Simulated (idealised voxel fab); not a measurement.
process module | voxel ribs on slabs
cross-section cut | 140 nm wide | cells 5 nm
A cross-section is a grid of square cells, given in bands from the top down. A band is one or more rows of cells.
Each band's line starts with the height of the band's top and of its bottom, in nm. Then come its materials from left to right, each with its width in nm. One material with "throughout" fills the band from edge to edge. "air" is empty space.
Height 0 is the level under which the wafer as received is all one material. The lowest band goes on downwards, as in "0 down".
A width such as "30 to 40" changes by the same amount from each row of cells to the next, from the band's top row to its bottom row.
"no change" after a step means that no cell of the cross-section changed.
closed voids: empty space of 8 cells or more with no open way to the top, each as width x height at its distance from the left edge, in nm
after a step's settings: what the simulator itself notes on the step
overlay nm, on a step with a mask: how far to the right of its planned place the mask lay; to the left if negative
plan
1 op RECEIVE | material Si
2 op DIRECTIONAL_DEP | material SiO2 | thk nm 30
3 op DIRECTIONAL_DEP | material SiN | thk nm 20
4 op MASKED_ETCH | tone cover | mask id RIB | width nm 20 | etch materials SiN | depth nm 5 | overlay nm 0
5 op PATTERN | tone cover | mask id SLAB | material resist | width nm 50 | thk nm 15 | overlay nm 0
6 op DIRECTIONAL_ETCH | etch materials SiN | depth nm 15
7 op STRIP | etch materials resist
8 op FILL_DEP | material SiO2 | thk nm 25
9 op CMP | height nm 65
10 op DIRECTIONAL_DEP | material W | thk nm 10
11 op DIRECTIONAL_DEP | material aC | thk nm 15
12 op PATTERN | tone cover | mask id HEATER | material resist | width nm 30 | thk nm 35 | overlay nm 0
13 op DIRECTIONAL_ETCH | etch materials aC | depth nm 15
14 op STRIP | etch materials resist
15 op DIRECTIONAL_ETCH | etch materials W | depth nm 10
16 op STRIP | etch materials aC
17 op CONFORMAL_DEP | material SiN | thk nm 5
varied across the wafers: thk nm of step 17. The plan shows the first wafer's value. All wafers start alike
first wafer as received, after step 1
  0 down: Si throughout
  closed voids: none
first wafer at the end, after step 17
  80 to 75: air 50 | SiN 40 | air 50
  75 to 70: air 50 | SiN 5 | W 30 | SiN 5 | air 50
  70 to 65: SiN 55 | W 30 | SiN 55
  65 to 50: SiO2 throughout
  50 to 45: SiO2 60 | SiN 20 | SiO2 60
  45 to 30: SiO2 45 | SiN 50 | SiO2 45
  30 to 0: SiO2 throughout
  0 down: Si throughout
  closed voids: none
last wafer at the end
  95 to 85: air 35 | SiN 70 | air 35
  85 to 75: SiN throughout
  75 to 65: SiN 55 | W 30 | SiN 55
  65 to 50: SiO2 throughout
  50 to 45: SiO2 60 | SiN 20 | SiO2 60
  45 to 30: SiO2 45 | SiN 50 | SiO2 45
  30 to 0: SiO2 throughout
  0 down: Si throughout
  closed voids: none
each wafer at the end: cells of each material gained (+) or lost (-) since it was received, then its closed voids
thk nm 5 | +66 SiN | +330 SiO2 | +12 W | closed voids: none
thk nm 10 | +98 SiN | +330 SiO2 | +12 W | closed voids: none
thk nm 15 | +130 SiN | +330 SiO2 | +12 W | closed voids: none
thk nm 20 | +162 SiN | +330 SiO2 | +12 W | closed voids: none
